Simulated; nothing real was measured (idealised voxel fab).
The process module presented herein is designated voxel plated lines.
Section cut is 260 nm wide and gridded with 5 nm square cells.
Notation: cross-section as square-cell grid; stated in bands, top first, going down; one or more cell rows per band. The band entry comprises the height of the band's top followed by the height of its bottom, expressed in nm, and subsequently the band's materials from left to right, each stated together with its width in nm. Where a single material is marked with the word "throughout", that material fills the band from edge to edge. The word "blank" represents empty space. It should be noted that heights are counted from 0, beneath which the wafer as supplied is of one material throughout, and that the lowest band possesses no lower boundary but continues downward, as written in "0 nm and below". Top row gets the first number, bottom row gets the second, and each row in between changes by the same step: that is how a band width like "30->40" works. "identical to before" -> step changed no cross-section cell. Any empty space of 8 cells or more lacking an open way to the top shows up in "Sealed voids" as width x height at distance, distance from the left edge, in nm. Heads up: the bit after the settings on a step's line is the simulator's remark on that step. overlay nm: mask right of planned place by this much (step with mask). Neg. = left.

## Steps planned for the process
1,RECEIVE [material Si]
2,CONFORMAL_DEP [material SiO2] [thk nm 5]
3,DIRECTIONAL_DEP [material TiN] [thk nm 5]
4,PATTERN [tone open] [mask id LINES] [material resist] [width nm 30] [pitch nm 50] [thk nm 35] [overlay nm 0]
5,EPI [material Ru] [thk nm 5]
6,EPI [material Ru] [thk nm 10]
7,EPI [material Ru] [thk nm 5]
8,STRIP [etch materials resist]
9,DIRECTIONAL_ETCH [etch materials TiN] [depth nm 5]
10,CONFORMAL_DEP [material SiO2] [thk nm 10]

## Cross-sectional view of the wafer in its as-received condition, corresponding to the state after step 1
- 0 nm and below: Si throughout
- Sealed voids: none

## Here's the cross-section of the first of our two wafers at the end of the module - it ran as planned
- 40 nm to 30 nm: blank (30), SiO2 (200), blank (30)
- 30 nm to 15 nm: blank (30), SiO2 (10), Ru (30), SiO2 (20), Ru (30), SiO2 (20), Ru (30), SiO2 (20), Ru (30), SiO2 (10), blank (30)
- 15 nm to 10 nm: SiO2 (40), Ru (30), SiO2 (20), Ru (30), SiO2 (20), Ru (30), SiO2 (20), Ru (30), SiO2 (40)
- 10 nm to 5 nm: SiO2 (40), TiN (30), SiO2 (20), TiN (30), SiO2 (20), TiN (30), SiO2 (20), TiN (30), SiO2 (40)
- 5 nm to 0 nm: SiO2 throughout
- 0 nm and below: Si throughout
- Sealed voids: none

## Cross-section at end of module for the second wafer of two, which matched the first in starting point and plan and differed by one mistake in its processing
- 30 nm to 10 nm: blank (40), Ru (30), blank (20), Ru (30), blank (20), Ru (30), blank (20), Ru (30), blank (40)
- 10 nm to 5 nm: blank (40), TiN (30), blank (20), TiN (30), blank (20), TiN (30), blank (20), TiN (30), blank (40)
- 5 nm to 0 nm: SiO2 throughout
- 0 nm and below: Si throughout
- Sealed voids: none
Heads up, the wafer didn't run the way we planned it: plan step 10 was not performed, having been skipped
The closing comparison, in cells, has the second wafer with more or fewer of some materials than the first: 184 fewer of SiO2
